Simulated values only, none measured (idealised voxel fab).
The process module that follows is named voxel lift off.
The cross-section shown here is cut; it is 215 nm wide and divided into square cells measuring 5 nm on a side.
Cross-section format: a grid of square cells, given as bands from top to bottom; each band is one or more rows of cells.
Band: top height; bottom height; in nm. Then, left to right: material with width in nm, for each material. "edge to edge": a single material spanning edge to edge. "blank": empty space.
Basically, 0 is our baseline, since under it the wafer straight out of the box is all one material. The bottom band has no lower end and keeps on going down, so it looks like "top 0, no bottom".
A width such as "30 to 40" changes by the same amount from each row of cells to the next, from the band's top row to its bottom row.
Where a step carries "nothing different", the cross-section came out of it unchanged, cell for cell.
Closed-off voids of 8+ cells (no open route to the top) go in "Entrapped void list", written width x height at distance from the left edge, in nm.
after a step's settings: what the simulator itself notes on the step
The "overlay nm" setting may appear on a step's line; for a step that uses a mask, it gives how far to the right of its planned position the mask lay, and a negative value indicates the left.

-- plan
- 1: RECEIVE (material Si)
- 2: CONFORMAL_DEP (material Al2O3; thk nm 5)
- 3: PATTERN (tone open; mask id LINES; material resist; width nm 15; pitch nm 40; thk nm 20; overlay nm 0)
- 4: DIRECTIONAL_DEP (material Ru; thk nm 10)
- 5: STRIP (etch materials resist)
- 6: CONFORMAL_DEP (material SiCN; thk nm 5)
Wafers differ in width nm at step 3; plan lists the first wafer's value; identical starting state.

-- After step 1, as received: first of several wafers, cross-section
top 0, no bottom | Si edge to edge
Entrapped void list: none

-- wafer rows; end of module; cells per material since receipt: (+) gained, (-) lost; then closed voids
width nm 15, +43 Al2O3, +24 Ru, +59 SiCN, Entrapped void list: none
width nm 20, +43 Al2O3, +32 Ru, +59 SiCN, Entrapped void list: none
width nm 25, +43 Al2O3, +40 Ru, +59 SiCN, Entrapped void list: none
